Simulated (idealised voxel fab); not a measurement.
The name of this process module is voxel self aligned contacts.
The cross-section shown here is cut; it is 220 nm wide and divided into square cells measuring 5 nm on a side.
The cross-sections in this document take the form of a grid made of square cells. They are written out as bands, in order from top to bottom. Each band consists of one or more rows of cells. Look at the band entry: it leads with the top's height and the bottom's height in nm. Then it lists the materials left to right, with a width in nm for each. The word "throughout" on a single material says that material fills the band edge to edge. The word "blank" is empty space. Heights are expressed relative to 0, this being the level below which the as-received wafer comprises one material exclusively. The lowest band is unbounded in the downward direction and is denoted as in "z 0 and below". Quick explanation for "30..40": the width changes in equal steps down the rows of cells, from the first number in the band's top row to the second number in its bottom row. Basically "stayed the same" means that step didn't change any cell in the cross-section. "Fully closed voids" - sealed voids, min. 8 cells, no opening to top; format: width x height at distance (distance from left edge; nm throughout). Note: text after step settings on the step line = simulator remark on that step. A step's line can hold "overlay nm"; with a mask on that step, the setting says how far right of the planned place the mask lay, while a negative setting says it lay to the left.

The steps planned for the process are as follows:
1) RECEIVE: material Si
2) OXIDIZE: depth nm 5
3) DIRECTIONAL_DEP: material polySi, thk nm 30
4) DIRECTIONAL_DEP: material SiN, thk nm 20
5) PATTERN: tone cover, mask id GATE, material resist, width nm 35, pitch nm 65, thk nm 15, overlay nm 0
6) DIRECTIONAL_ETCH: etch materials SiN, depth nm 20
7) DIRECTIONAL_ETCH: etch materials polySi, depth nm 30
8) STRIP: etch materials resist
9) CONFORMAL_DEP: material SiN, thk nm 5
10) DIRECTIONAL_ETCH: etch materials SiN, depth nm 5
11) FILL_DEP: material SiO2, thk nm 15
12) CMP: height nm 55
13) PATTERN: tone open, mask id CONTACT, material resist, width nm 50, pitch nm 65, thk nm 15, overlay nm 0
14) DIRECTIONAL_ETCH: etch materials SiO2, depth nm 60
15) STRIP: etch materials resist
16) CONFORMAL_DEP: material TiN, thk nm 5
17) FILL_DEP: material Ru, thk nm 10
18) CMP: height nm 55
19) CONFORMAL_DEP: material SiN, thk nm 5

On the first of the two wafers: run conducted according to plan:

Cross-section of the wafer at receipt, which is the condition after step 1:
> z 0 and below = Si throughout
> Fully closed voids: none

Step 2 complete: cross-section through the wafer:
> z 0 to -5 = SiO2 throughout
> Nothing below the height -5 has changed.

Step 3 complete: cross-section through the wafer:
> z 30 to 0 = polySi throughout
> Nothing below the height 0 has changed.

Step 4 complete: cross-section through the wafer:
> z 50 to 30 = SiN throughout
> Nothing below the height 30 has changed.

Step 5 complete: cross-section through the wafer:
> z 65 to 50 = blank (25) / resist (35) / blank (30) / resist (35) / blank (30) / resist (35) / blank (30)
> Nothing below the height 50 has changed.

Step 6 complete: cross-section through the wafer:
> z 65 to 50 = blank (25) / resist (35) / blank (30) / resist (35) / blank (30) / resist (35) / blank (30)
> z 50 to 30 = blank (25) / SiN (35) / blank (30) / SiN (35) / blank (30) / SiN (35) / blank (30)
> Nothing below the height 30 has changed.

Step 7 complete: cross-section through the wafer:
> z 65 to 50 = blank (25) / resist (35) / blank (30) / resist (35) / blank (30) / resist (35) / blank (30)
> z 50 to 30 = blank (25) / SiN (35) / blank (30) / SiN (35) / blank (30) / SiN (35) / blank (30)
> z 30 to 0 = blank (25) / polySi (35) / blank (30) / polySi (35) / blank (30) / polySi (35) / blank (30)
> Nothing below the height 0 has changed.

Step 8 complete: cross-section through the wafer:
> z 50 to 30 = blank (25) / SiN (35) / blank (30) / SiN (35) / blank (30) / SiN (35) / blank (30)
> Nothing below the height 30 has changed.

Step 9 complete: cross-section through the wafer:
> z 55 to 30 = blank (20) / SiN (45) / blank (20) / SiN (45) / blank (20) / SiN (45) / blank (25)
> z 30 to 5 = blank (20) / SiN (5) / polySi (35) / SiN (5) / blank (20) / SiN (5) / polySi (35) / SiN (5) / blank (20) / SiN (5) / polySi (35) / SiN (5) / blank (25)
> z 5 to 0 = SiN (25) / polySi (35) / SiN (30) / polySi (35) / SiN (30) / polySi (35) / SiN (30)
> Nothing below the height 0 has changed.

Step 10 complete: cross-section through the wafer:
> z 50 to 30 = blank (20) / SiN (45) / blank (20) / SiN (45) / blank (20) / SiN (45) / blank (25)
> z 30 to 0 = blank (20) / SiN (5) / polySi (35) / SiN (5) / blank (20) / SiN (5) / polySi (35) / SiN (5) / blank (20) / SiN (5) / polySi (35) / SiN (5) / blank (25)
> Nothing below the height 0 has changed.

Step 11 complete: cross-section through the wafer:
> z 65 to 50 = SiO2 throughout
> z 50 to 30 = SiO2 (20) / SiN (45) / SiO2 (20) / SiN (45) / SiO2 (20) / SiN (45) / SiO2 (25)
> z 30 to 0 = SiO2 (20) / SiN (5) / polySi (35) / SiN (5) / SiO2 (20) / SiN (5) / polySi (35) / SiN (5) / SiO2 (20) / SiN (5) / polySi (35) / SiN (5) / SiO2 (25)
> Nothing below the height 0 has changed.

Step 12 complete: cross-section through the wafer:
> z 55 to 50 = SiO2 throughout
> Nothing below the height 50 has changed.

Step 13 complete: cross-section through the wafer:
> z 70 to 55 = resist (50) / blank (50) / resist (15) / blank (50) / resist (55)
> Nothing below the height 55 has changed.

Step 14 complete: cross-section through the wafer:
> z 70 to 55 = resist (50) / blank (50) / resist (15) / blank (50) / resist (55)
> z 55 to 50 = SiO2 (50) / blank (50) / SiO2 (15) / blank (50) / SiO2 (55)
> z 50 to 30 = SiO2 (20) / SiN (45) / blank (20) / SiN (45) / blank (20) / SiN (45) / SiO2 (25)
> z 30 to 0 = SiO2 (20) / SiN (5) / polySi (35) / SiN (5) / blank (20) / SiN (5) / polySi (35) / SiN (5) / blank (20) / SiN (5) / polySi (35) / SiN (5) / SiO2 (25)
> z 0 to -5 = SiO2 (65) / blank (20) / SiO2 (45) / blank (20) / SiO2 (70)
> Nothing below the height -5 has changed.

Step 15 complete: cross-section through the wafer:
> z 55 to 50 = SiO2 (50) / blank (50) / SiO2 (15) / blank (50) / SiO2 (55)
> Nothing below the height 50 has changed.

Step 16 complete: cross-section through the wafer:
> z 60 to 55 = TiN (55) / blank (40) / TiN (25) / blank (40) / TiN (60)
> z 55 to 50 = SiO2 (50) / TiN (20) / blank (10) / TiN (20) / SiO2 (15) / TiN (20) / blank (10) / TiN (20) / SiO2 (55)
> z 50 to 30 = SiO2 (20) / SiN (45) / TiN (5) / blank (10) / TiN (5) / SiN (45) / TiN (5) / blank (10) / TiN (5) / SiN (45) / SiO2 (25)
> z 30 to 0 = SiO2 (20) / SiN (5) / polySi (35) / SiN (5) / TiN (5) / blank (10) / TiN (5) / SiN (5) / polySi (35) / SiN (5) / TiN (5) / blank (10) / TiN (5) / SiN (5) / polySi (35) / SiN (5) / SiO2 (25)
> z 0 to -5 = SiO2 (65) / TiN (20) / SiO2 (45) / TiN (20) / SiO2 (70)
> Nothing below the height -5 has changed.

Step 17 complete: cross-section through the wafer:
> z 70 to 60 = Ru throughout
> z 60 to 55 = TiN (55) / Ru (40) / TiN (25) / Ru (40) / TiN (60)
> z 55 to 50 = SiO2 (50) / TiN (20) / Ru (10) / TiN (20) / SiO2 (15) / TiN (20) / Ru (10) / TiN (20) / SiO2 (55)
> z 50 to 30 = SiO2 (20) / SiN (45) / TiN (5) / Ru (10) / TiN (5) / SiN (45) / TiN (5) / Ru (10) / TiN (5) / SiN (45) / SiO2 (25)
> z 30 to 0 = SiO2 (20) / SiN (5) / polySi (35) / SiN (5) / TiN (5) / Ru (10) / TiN (5) / SiN (5) / polySi (35) / SiN (5) / TiN (5) / Ru (10) / TiN (5) / SiN (5) / polySi (35) / SiN (5) / SiO2 (25)
> Nothing below the height 0 has changed.

Step 18 complete: cross-section through the wafer:
> z 55 to 50 = SiO2 (50) / TiN (20) / Ru (10) / TiN (20) / SiO2 (15) / TiN (20) / Ru (10) / TiN (20) / SiO2 (55)
> Nothing below the height 50 has changed.

Step 19 complete: cross-section through the wafer:
> z 60 to 55 = SiN throughout
> Nothing below the height 55 has changed.

Second Wafer (Identical Start and Plan, One Processing Error; Matches First Wafer Through Step 4):

The second wafer in cross-section, at the planned close of step 5:
> z 65 to 50 = blank (25) / resist (40) / blank (25) / resist (40) / blank (25) / resist (40) / blank (25)
> Nothing below the height 50 has changed.

The second wafer in cross-section, at the planned close of step 6:
> z 65 to 50 = blank (25) / resist (40) / blank (25) / resist (40) / blank (25) / resist (40) / blank (25)
> z 50 to 30 = blank (25) / SiN (40) / blank (25) / SiN (40) / blank (25) / SiN (40) / blank (25)
> Nothing below the height 30 has changed.

The second wafer in cross-section, at the planned close of step 7:
> z 65 to 50 = blank (25) / resist (40) / blank (25) / resist (40) / blank (25) / resist (40) / blank (25)
> z 50 to 30 = blank (25) / SiN (40) / blank (25) / SiN (40) / blank (25) / SiN (40) / blank (25)
> z 30 to 0 = blank (25) / polySi (40) / blank (25) / polySi (40) / blank (25) / polySi (40) / blank (25)
> Nothing below the height 0 has changed.

The second wafer in cross-section, at the planned close of step 8:
> z 50 to 30 = blank (25) / SiN (40) / blank (25) / SiN (40) / blank (25) / SiN (40) / blank (25)
> Nothing below the height 30 has changed.

The second wafer in cross-section, at the planned close of step 9:
> z 55 to 30 = blank (20) / SiN (50) / blank (15) / SiN (50) / blank (15) / SiN (50) / blank (20)
> z 30 to 5 = blank (20) / SiN (5) / polySi (40) / SiN (5) / blank (15) / SiN (5) / polySi (40) / SiN (5) / blank (15) / SiN (5) / polySi (40) / SiN (5) / blank (20)
> z 5 to 0 = SiN (25) / polySi (40) / SiN (25) / polySi (40) / SiN (25) / polySi (40) / SiN (25)
> Nothing below the height 0 has changed.

The second wafer in cross-section, at the planned close of step 10:
> z 50 to 30 = blank (20) / SiN (50) / blank (15) / SiN (50) / blank (15) / SiN (50) / blank (20)
> z 30 to 0 = blank (20) / SiN (5) / polySi (40) / SiN (5) / blank (15) / SiN (5) / polySi (40) / SiN (5) / blank (15) / SiN (5) / polySi (40) / SiN (5) / blank (20)
> Nothing below the height 0 has changed.

The second wafer in cross-section, at the planned close of step 11:
> z 65 to 50 = SiO2 throughout
> z 50 to 30 = SiO2 (20) / SiN (50) / SiO2 (15) / SiN (50) / SiO2 (15) / SiN (50) / SiO2 (20)
> z 30 to 0 = SiO2 (20) / SiN (5) / polySi (40) / SiN (5) / SiO2 (15) / SiN (5) / polySi (40) / SiN (5) / SiO2 (15) / SiN (5) / polySi (40) / SiN (5) / SiO2 (20)
> Nothing below the height 0 has changed.

The second wafer in cross-section, at the planned close of step 12:
> z 55 to 50 = SiO2 throughout
> Nothing below the height 50 has changed.

The second wafer in cross-section, at the planned close of step 13:
> z 70 to 55 = resist (50) / blank (50) / resist (15) / blank (50) / resist (55)
> Nothing below the height 55 has changed.

The second wafer in cross-section, at the planned close of step 14:
> z 70 to 55 = resist (50) / blank (50) / resist (15) / blank (50) / resist (55)
> z 55 to 50 = SiO2 (50) / blank (50) / SiO2 (15) / blank (50) / SiO2 (55)
> z 50 to 30 = SiO2 (20) / SiN (50) / blank (15) / SiN (50) / blank (15) / SiN (50) / SiO2 (20)
> z 30 to 0 = SiO2 (20) / SiN (5) / polySi (40) / SiN (5) / blank (15) / SiN (5) / polySi (40) / SiN (5) / blank (15) / SiN (5) / polySi (40) / SiN (5) / SiO2 (20)
> z 0 to -5 = SiO2 (70) / blank (15) / SiO2 (50) / blank (15) / SiO2 (70)
> Nothing below the height -5 has changed.

The second wafer in cross-section, at the planned close of step 15:
> z 55 to 50 = SiO2 (50) / blank (50) / SiO2 (15) / blank (50) / SiO2 (55)
> Nothing below the height 50 has changed.

The second wafer in cross-section, at the planned close of step 16:
> z 60 to 55 = TiN (55) / blank (40) / TiN (25) / blank (40) / TiN (60)
> z 55 to 50 = SiO2 (50) / TiN (25) / blank (5) / TiN (20) / SiO2 (15) / TiN (25) / blank (5) / TiN (20) / SiO2 (55)
> z 50 to 30 = SiO2 (20) / SiN (50) / TiN (5) / blank (5) / TiN (5) / SiN (50) / TiN (5) / blank (5) / TiN (5) / SiN (50) / SiO2 (20)
> z 30 to 0 = SiO2 (20) / SiN (5) / polySi (40) / SiN (5) / TiN (5) / blank (5) / TiN (5) / SiN (5) / polySi (40) / SiN (5) / TiN (5) / blank (5) / TiN (5) / SiN (5) / polySi (40) / SiN (5) / SiO2 (20)
> z 0 to -5 = SiO2 (70) / TiN (15) / SiO2 (50) / TiN (15) / SiO2 (70)
> Nothing below the height -5 has changed.

The second wafer in cross-section, at the planned close of step 17:
> z 70 to 60 = Ru throughout
> z 60 to 55 = TiN (55) / Ru (40) / TiN (25) / Ru (40) / TiN (60)
> z 55 to 50 = SiO2 (50) / TiN (25) / Ru (5) / TiN (20) / SiO2 (15) / TiN (25) / Ru (5) / TiN (20) / SiO2 (55)
> z 50 to 30 = SiO2 (20) / SiN (50) / TiN (5) / Ru (5) / TiN (5) / SiN (50) / TiN (5) / Ru (5) / TiN (5) / SiN (50) / SiO2 (20)
> z 30 to 0 = SiO2 (20) / SiN (5) / polySi (40) / SiN (5) / TiN (5) / Ru (5) / TiN (5) / SiN (5) / polySi (40) / SiN (5) / TiN (5) / Ru (5) / TiN (5) / SiN (5) / polySi (40) / SiN (5) / SiO2 (20)
> Nothing below the height 0 has changed.

The second wafer in cross-section, at the planned close of step 18:
> z 55 to 50 = SiO2 (50) / TiN (25) / Ru (5) / TiN (20) / SiO2 (15) / TiN (25) / Ru (5) / TiN (20) / SiO2 (55)
> Nothing below the height 50 has changed.

The second wafer in cross-section, at the planned close of step 19:
> z 60 to 55 = SiN throughout
> Nothing below the height 55 has changed.
Finding, execution versus plan: step 5 did not happen as planned, as run it was PATTERN: tone cover, mask id GATE, material resist, width nm 40, pitch nm 65, thk nm 15, overlay nm 0
Wafer comparison, final, in cells, second relative to first, materials more or fewer: Ru: 22 fewer; SiN: 12 more; SiO2: 8 fewer; polySi: 18 more
